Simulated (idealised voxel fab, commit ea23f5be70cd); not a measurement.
process module | voxel wiring stack
cross-section cut | 155 nm wide | cells 5 nm
A cross-section is a grid of square cells, given in bands from the top down. A band is one or more rows of cells.
Each band's line starts with the height of the band's top and of its bottom, in nm. Then come its materials from left to right, each with its width in nm. One material with "throughout" fills the band from edge to edge. "air" is empty space.
Height 0 is the level under which the wafer as received is all one material. The lowest band goes on downwards, as in "0 down".
A width such as "30 to 40" changes by the same amount from each row of cells to the next, from the band's top row to its bottom row.
"no change" after a step means that no cell of the cross-section changed.
closed voids: empty space of 8 cells or more with no open way to the top, each as width x height at its distance from the left edge, in nm
after a step's settings: what the simulator itself notes on the step
overlay nm, on a step with a mask: how far to the right of its planned place the mask lay; to the left if negative
plan
1 op RECEIVE | material Si
2 op CONFORMAL_DEP | material SiO2 | thk nm 15
3 op DIRECTIONAL_DEP | material TiN | thk nm 5
4 op DIRECTIONAL_DEP | material W | thk nm 15
5 op MASKED_ETCH | tone cover | mask id METAL_1 | width nm 20 | pitch nm 45 | etch materials W | depth nm 15 | overlay nm 0
6 op MASKED_ETCH | tone cover | mask id METAL_1 | width nm 20 | pitch nm 45 | etch materials TiN | depth nm 5 | overlay nm 0
7 op CONFORMAL_DEP | material SiN | thk nm 5
8 op FILL_DEP | material lowk | thk nm 5
9 op CMP | height nm 35
10 op CONFORMAL_DEP | material SiCN | thk nm 5
11 op DIRECTIONAL_DEP | material lowk | thk nm 15
12 op PATTERN | tone open | mask id PLUG_1 | material resist | width nm 15 | pitch nm 90 | thk nm 15 | overlay nm 0
13 op DIRECTIONAL_ETCH | etch materials lowk | depth nm 15
14 op DIRECTIONAL_ETCH | etch materials SiCN | depth nm 5
15 op STRIP | etch materials resist
16 op CONFORMAL_DEP | material TiN | thk nm 5
17 op FILL_DEP | material W | thk nm 10
18 op CMP | height nm 55
19 op CONFORMAL_DEP | material SiN | thk nm 5
20 op DIRECTIONAL_DEP | material SiO2 | thk nm 25
21 op DIRECTIONAL_DEP | material aC | thk nm 15
22 op PATTERN | tone open | mask id METAL_2 | material resist | width nm 20 | pitch nm 45 | thk nm 30 | overlay nm 0
23 op DIRECTIONAL_ETCH | etch materials aC | depth nm 15
24 op STRIP | etch materials resist
25 op DIRECTIONAL_ETCH | etch materials SiO2 | depth nm 25
26 op DIRECTIONAL_ETCH | etch materials SiN | depth nm 5
27 op STRIP | etch materials aC
28 op CONFORMAL_DEP | material TiN | thk nm 5
29 op FILL_DEP | material W | thk nm 10
30 op CMP | height nm 85
31 op CONFORMAL_DEP | material SiCN | thk nm 5
32 op DIRECTIONAL_DEP | material SiO2 | thk nm 20
33 op DIRECTIONAL_DEP | material aC | thk nm 10
34 op PATTERN | tone open | mask id PLUG_2 | material resist | width nm 15 | pitch nm 90 | thk nm 30 | overlay nm 0
35 op DIRECTIONAL_ETCH | etch materials aC | depth nm 10
36 op STRIP | etch materials resist
37 op DIRECTIONAL_ETCH | etch materials SiO2 | depth nm 20
38 op DIRECTIONAL_ETCH | etch materials SiCN | depth nm 5
39 op STRIP | etch materials aC
40 op EPI | material Ru | thk nm 10
41 op EPI | material Ru | thk nm 10
42 op EPI | material Ru | thk nm 5
43 op CONFORMAL_DEP | material SiN | thk nm 5
44 op DIRECTIONAL_DEP | material lowk | thk nm 25
45 op MASKED_ETCH | tone open | mask id METAL_3 | width nm 20 | pitch nm 45 | etch materials lowk | depth nm 25 | overlay nm 0
46 op MASKED_ETCH | tone open | mask id METAL_3 | width nm 20 | pitch nm 45 | etch materials SiN | depth nm 5 | overlay nm 0
47 op CONFORMAL_DEP | material TiN | thk nm 5
48 op FILL_DEP | material Cu | thk nm 10
49 op CMP | height nm 140
50 op CONFORMAL_DEP | material SiCN | thk nm 5
51 op DIRECTIONAL_DEP | material lowk | thk nm 10
52 op DIRECTIONAL_DEP | material aC | thk nm 10
53 op PATTERN | tone open | mask id PLUG_3 | material resist | width nm 15 | pitch nm 45 | thk nm 25 | overlay nm 0
54 op DIRECTIONAL_ETCH | etch materials aC | depth nm 10
55 op STRIP | etch materials resist
56 op DIRECTIONAL_ETCH | etch materials lowk | depth nm 10
57 op DIRECTIONAL_ETCH | etch materials SiCN | depth nm 5
58 op STRIP | etch materials aC
59 op CONFORMAL_DEP | material TiN | thk nm 5
60 op FILL_DEP | material W | thk nm 5
61 op CMP | height nm 155
62 op DIRECTIONAL_DEP | material TiN | thk nm 5
63 op DIRECTIONAL_DEP | material W | thk nm 15
64 op PATTERN | tone cover | mask id METAL_4 | material resist | width nm 20 | pitch nm 45 | thk nm 20 | overlay nm 0
65 op DIRECTIONAL_ETCH | etch materials W | depth nm 15
66 op DIRECTIONAL_ETCH | etch materials TiN | depth nm 5
67 op STRIP | etch materials resist
68 op CONFORMAL_DEP | material SiCN | thk nm 5
69 op FILL_DEP | material lowk | thk nm 5
70 op CMP | height nm 175
71 op CONFORMAL_DEP | material SiCN | thk nm 5
as received, after step 1
  0 down: Si throughout
  closed voids: none
a wafer at the end: this start, this plan, one mistake
  180 to 175: SiCN throughout
  175 to 160: lowk 15 | SiCN 5 | W 20 | SiCN 5 | lowk 15 | SiCN 5 | W 20 | SiCN 5 | lowk 15 | SiCN 5 | W 20 | SiCN 5 | lowk 20
  160 to 155: SiCN 20 | TiN 20 | SiCN 25 | TiN 20 | SiCN 25 | TiN 20 | SiCN 25
  155 to 145: lowk 20 | TiN 5 | W 5 | TiN 5 | lowk 30 | TiN 5 | W 5 | TiN 5 | lowk 30 | TiN 5 | W 5 | TiN 5 | lowk 30
  145 to 140: SiCN 20 | TiN 15 | SiCN 30 | TiN 15 | SiCN 30 | TiN 15 | SiCN 30
  140 to 115: lowk 20 | TiN 5 | Cu 10 | TiN 5 | lowk 25 | TiN 5 | Cu 10 | TiN 5 | lowk 25 | TiN 5 | Cu 10 | TiN 5 | lowk 25
  115 to 110: SiN 20 | TiN 20 | SiN 25 | TiN 20 | SiN 25 | TiN 20 | SiN 25
  110 to 90: SiO2 20 | SiN 5 | TiN 5 | SiN 5 | SiO2 75 | SiN 5 | TiN 5 | SiN 5 | SiO2 30
  90 to 85: SiCN 20 | SiN 5 | TiN 5 | SiN 5 | SiCN 75 | SiN 5 | TiN 5 | SiN 5 | SiCN 30
  85 to 60: W 15 | TiN 5 | SiO2 20 | TiN 5 | W 15 | TiN 5 | SiO2 20 | TiN 5 | W 15 | TiN 5 | SiO2 20 | TiN 5 | W 20
  60 to 55: TiN 20 | SiN 20 | TiN 25 | SiN 20 | TiN 25 | SiN 20 | TiN 25
  55 to 40: lowk 20 | TiN 5 | W 5 | TiN 5 | lowk 75 | TiN 5 | W 5 | TiN 5 | lowk 30
  40 to 35: SiCN 20 | TiN 15 | SiCN 75 | TiN 15 | SiCN 30
  35 to 20: lowk 15 | SiN 5 | W 20 | SiN 5 | lowk 15 | SiN 5 | W 20 | SiN 5 | lowk 15 | SiN 5 | W 20 | SiN 5 | lowk 20
  20 to 15: SiN 20 | TiN 20 | SiN 25 | TiN 20 | SiN 25 | TiN 20 | SiN 25
  15 to 0: SiO2 throughout
  0 down: Si throughout
  closed voids: none
what went wrong: step 22 ran as: op PATTERN | tone cover | mask id METAL_2 | material resist | width nm 20 | pitch nm 45 | thk nm 30 | overlay nm 0
